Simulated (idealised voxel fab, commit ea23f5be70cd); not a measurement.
The name of this process module is voxel plated lines.
Cross-section cut: width 245 nm, square cells of 5 nm.
Cross-section = grid of square cells, listed top down in bands; band = one or more rows.
Each band's line starts with the height of the band's top and of its bottom, in nm. Then come its materials from left to right, each with its width in nm. One material with "full width" fills the band from edge to edge. "empty" is empty space.
Where do heights start? At 0: under that level the wafer as delivered is made of one material only. And the lowest band has no floor; it just carries on downward, as in "from 0 down".
Width "30->40": first value at the band's top row of cells, second value at its bottom row, equal change from row to row.
"all unchanged" means the step left every cell of the cross-section as it was.
Listed in "Fully closed voids": every empty space of 8 or more cells without an open way to the top. Form: width x height at distance, the distance being from the left edge, all in nm.
Text after the settings on a step's line: the simulator's own remark on that step.
If you see "overlay nm" on a step's line and that step has a mask, it's telling you how far right of where it was planned the mask ended up; a negative number means it went left instead.

The process steps that were planned are listed below
step 1: RECEIVE [material Si]
step 2: CONFORMAL_DEP [material SiO2] [thk nm 5]
step 3: DIRECTIONAL_DEP [material TiN] [thk nm 5]
step 4: PATTERN [tone open] [mask id LINES] [material resist] [width nm 20] [pitch nm 35] [thk nm 40] [overlay nm 0]
step 5: EPI [material Ru] [thk nm 5]
step 6: EPI [material Ru] [thk nm 5]
step 7: EPI [material Ru] [thk nm 5]
step 8: STRIP [etch materials resist]
step 9: DIRECTIONAL_ETCH [etch materials TiN] [depth nm 5]
step 10: CONFORMAL_DEP [material SiCN] [thk nm 10]

Cross-section of the wafer as it came to us, i.e., already through step 1
- from 0 down | Si full width
- Fully closed voids: none

Same starting wafer, same plan as above, one mistake in the execution; this is the cross-section at the end of the module
- from 20 to 5 | SiCN full width
- from 5 to 0 | SiO2 full width
- from 0 down | Si full width
- Fully closed voids: none
The plan and the run diverged here: step 3 ran as: DIRECTIONAL_DEP [material SiCN] [thk nm 5]
